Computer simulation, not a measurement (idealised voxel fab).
voxel local oxidation: a process module
We display cut, a cross-section 160 nm in width whose square cells are each 5 nm.
Heads up, the way a cross-section reads in here is a grid of square cells, handed over as bands from the top down, with every band being one or more rows of cells.
Each band's line starts with the height of the band's top and of its bottom, in nm. Then come its materials from left to right, each with its width in nm. One material with "everywhere" fills the band from edge to edge. "air" is empty space.
Heights are expressed relative to 0, this being the level below which the as-received wafer comprises one material exclusively. The lowest band is unbounded in the downward direction and is denoted as in "0 nm and below".
Graded width ("30->40"): value in top row of band = first number; value in bottom row = second number; row-to-row change constant.
"no modifications" means the step left every cell of the cross-section as it was.
Basically, "Closed void entries" tells you about the enclosed voids: empty spaces with no open way to the top, 8 cells or bigger, each written width x height at distance, where distance is from the left edge, all in nm.
Anything after a step's settings on that line? It's the simulator's own note about the step.
A step's line can hold "overlay nm"; with a mask on that step, the setting says how far right of the planned place the mask lay, while a negative setting says it lay to the left.
### Listed below are the process steps as planned
step 1: RECEIVE,material Si
step 2: OXIDIZE,depth nm 5
step 3: CONFORMAL_DEP,material SiN,thk nm 10
step 4: DIRECTIONAL_DEP,material aC,thk nm 10
step 5: PATTERN,tone cover,mask id ACTIVE,material resist,width nm 95,thk nm 30,overlay nm 0
step 6: DIRECTIONAL_ETCH,etch materials aC,depth nm 10
step 7: STRIP,etch materials resist
step 8: DIRECTIONAL_ETCH,etch materials SiN,depth nm 10
step 9: STRIP,etch materials aC
step 10: SELECTIVE_ETCH,etch materials SiO2,depth nm 5
step 11: OXIDIZE,depth nm 15
step 12: STRIP,etch materials SiN
### First wafer out of two, processed as planned
### Cross-section, incoming material, after step 1
  0 nm and below = Si everywhere
  Closed void entries: none
### How the wafer stands in section after step 2
  0 nm to -5 nm = SiO2 everywhere
  Under -5: no change, same as before.
### How the wafer stands in section after step 3
  10 nm to 0 nm = SiN everywhere
  Under 0: no change, same as before.
### How the wafer stands in section after step 4
  20 nm to 10 nm = aC everywhere
  Under 10: no change, same as before.
### How the wafer stands in section after step 5
  50 nm to 20 nm = 30 air, 95 resist, 35 air
  Under 20: no change, same as before.
### How the wafer stands in section after step 6
  40 nm to 20 nm = 30 air, 95 resist, 35 air
  20 nm to 10 nm = 30 air, 95 aC, 35 air
  Under 10: no change, same as before.
### How the wafer stands in section after step 7
  20 nm to 10 nm = 30 air, 95 aC, 35 air
  Under 10: no change, same as before.
### How the wafer stands in section after step 8
  20 nm to 10 nm = 30 air, 95 aC, 35 air
  10 nm to 0 nm = 30 air, 95 SiN, 35 air
  Under 0: no change, same as before.
### How the wafer stands in section after step 9
  10 nm to 0 nm = 30 air, 95 SiN, 35 air
  Under 0: no change, same as before.
### How the wafer stands in section after step 10
  10 nm to 0 nm = 30 air, 95 SiN, 35 air
  0 nm to -5 nm = 35 air, 85 SiO2, 40 air
  Under -5: no change, same as before.
### How the wafer stands in section after step 11
  10 nm to 0 nm = 30 air, 95 SiN, 35 air
  0 nm to -5 nm = 35 air, 85 SiO2, 40 air
  -5 nm to -20 nm = 50 SiO2, 55 Si, 55 SiO2
  Under -20: no change, same as before.
### How the wafer stands in section after step 12
  0 nm to -5 nm = 35 air, 85 SiO2, 40 air
  Under -5: no change, same as before.
### What follows concerns the second wafer, which started out like the first and was meant to follow the very same plan; one mistake crept in when it was run, but everything up to and including step 4 is the same as for the first wafer
### The second wafer in cross-section, at the planned close of step 5
  50 nm to 20 nm = 35 air, 90 resist, 35 air
  Under 20: no change, same as before.
### The second wafer in cross-section, at the planned close of step 6
  40 nm to 20 nm = 35 air, 90 resist, 35 air
  20 nm to 10 nm = 35 air, 90 aC, 35 air
  Under 10: no change, same as before.
### The second wafer in cross-section, at the planned close of step 7
  20 nm to 10 nm = 35 air, 90 aC, 35 air
  Under 10: no change, same as before.
### The second wafer in cross-section, at the planned close of step 8
  20 nm to 10 nm = 35 air, 90 aC, 35 air
  10 nm to 0 nm = 35 air, 90 SiN, 35 air
  Under 0: no change, same as before.
### The second wafer in cross-section, at the planned close of step 9
  10 nm to 0 nm = 35 air, 90 SiN, 35 air
  Under 0: no change, same as before.
### The second wafer in cross-section, at the planned close of step 10
  10 nm to 0 nm = 35 air, 90 SiN, 35 air
  0 nm to -5 nm = 40 air, 80 SiO2, 40 air
  Under -5: no change, same as before.
### The second wafer in cross-section, at the planned close of step 11
  10 nm to 0 nm = 35 air, 90 SiN, 35 air
  0 nm to -5 nm = 40 air, 80 SiO2, 40 air
  -5 nm to -20 nm = 55 SiO2, 50 Si, 55 SiO2
  Under -20: no change, same as before.
### The second wafer in cross-section, at the planned close of step 12
  0 nm to -5 nm = 40 air, 80 SiO2, 40 air
  Under -5: no change, same as before.
Error vs. plan: step 5 ran with different settings than intended, the actual operation and settings being PATTERN,tone cover,mask id ACTIVE,material resist,width nm 90,thk nm 30,overlay nm 0
FYI, end of process, the second wafer has more or fewer cells of some materials than the first: 3 fewer of Si | 2 more of SiO2
